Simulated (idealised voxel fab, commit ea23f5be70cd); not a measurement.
The following is a process module called voxel self aligned contacts.
Cross-sectional view cut (width: 275 nm; square cell size: 5 nm).
Square cells in a grid make up a cross-section in this document, and the grid is given as bands, listed from the top down, each one or more rows of cells. Per band: top height and bottom height in nm, followed by the left-to-right materials and their widths in nm; "edge to edge" marks a single material spanning edge to edge, "empty" marks empty space. For the purposes of this specification, 0 denotes the height below which the wafer in its as-received condition is composed wholly of one material, and the lowermost band, lacking a lower limit, extends downward without end, as expressed in "0 nm and below". The expression "30->40" gives the width at the extremes of the band, the first number at its top row of cells and the second at its bottom row, with the width changing by equal amounts from each row to the next in between. Reading "everything unchanged" for a step: not a cell of the cross-section changed in it. "Sealed void listing" specifies each empty space that is not open to the top and that occupies no fewer than 8 cells, using the form width x height at distance, the distance measured from the left edge and all three quantities in nm. The remark found on a step's line after its settings is issued by the simulator itself and pertains to that step. overlay nm: where the mask lay relative to plan, measured to the right, on steps with a mask; negatives go left.

# Process steps foreseen in the plan
- 1: RECEIVE, material Si
- 2: OXIDIZE, depth nm 5
- 3: DIRECTIONAL_DEP, material polySi, thk nm 30
- 4: DIRECTIONAL_DEP, material SiN, thk nm 20
- 5: PATTERN, tone cover, mask id GATE, material resist, width nm 35, pitch nm 65, thk nm 20, overlay nm 0
- 6: DIRECTIONAL_ETCH, etch materials SiN, depth nm 20
- 7: DIRECTIONAL_ETCH, etch materials polySi, depth nm 30
- 8: STRIP, etch materials resist
- 9: CONFORMAL_DEP, material SiN, thk nm 5
- 10: DIRECTIONAL_ETCH, etch materials SiN, depth nm 5
- 11: FILL_DEP, material SiO2, thk nm 10
- 12: CMP, height nm 55
- 13: PATTERN, tone open, mask id CONTACT, material resist, width nm 40, pitch nm 65, thk nm 15, overlay nm 0
- 14: DIRECTIONAL_ETCH, etch materials SiO2, depth nm 60
- 15: STRIP, etch materials resist
- 16: CONFORMAL_DEP, material TiN, thk nm 5
- 17: FILL_DEP, material W, thk nm 5
- 18: CMP, height nm 55
- 19: CONFORMAL_DEP, material SiCN, thk nm 5

# So this is the incoming wafer in cross-section - it's already been through step 1
> 0 nm and below  Si edge to edge
> Sealed void listing: none

# Starting wafer: above. Plan: above. Run: one mistake. Cross-section after the module: below
> 60 nm to 55 nm  SiCN edge to edge
> 55 nm to 50 nm  TiN 100 nm  W 10 nm  TiN 55 nm  W 10 nm  TiN 100 nm
> 50 nm to 30 nm  SiO2 50 nm  SiN 45 nm  TiN 5 nm  W 10 nm  TiN 5 nm  SiN 45 nm  TiN 5 nm  W 10 nm  TiN 5 nm  SiN 45 nm  SiO2 50 nm
> 30 nm to 0 nm  SiO2 50 nm  SiN 5 nm  polySi 35 nm  SiN 5 nm  TiN 5 nm  W 10 nm  TiN 5 nm  SiN 5 nm  polySi 35 nm  SiN 5 nm  TiN 5 nm  W 10 nm  TiN 5 nm  SiN 5 nm  polySi 35 nm  SiN 5 nm  SiO2 50 nm
> 0 nm to -5 nm  SiO2 95 nm  TiN 20 nm  SiO2 45 nm  TiN 20 nm  SiO2 95 nm
> -5 nm and below  Si edge to edge
> Sealed void listing: none
Nonconformance to the process plan: step 12 ran differently from the plan; actual operation with settings: CMP, height nm 50
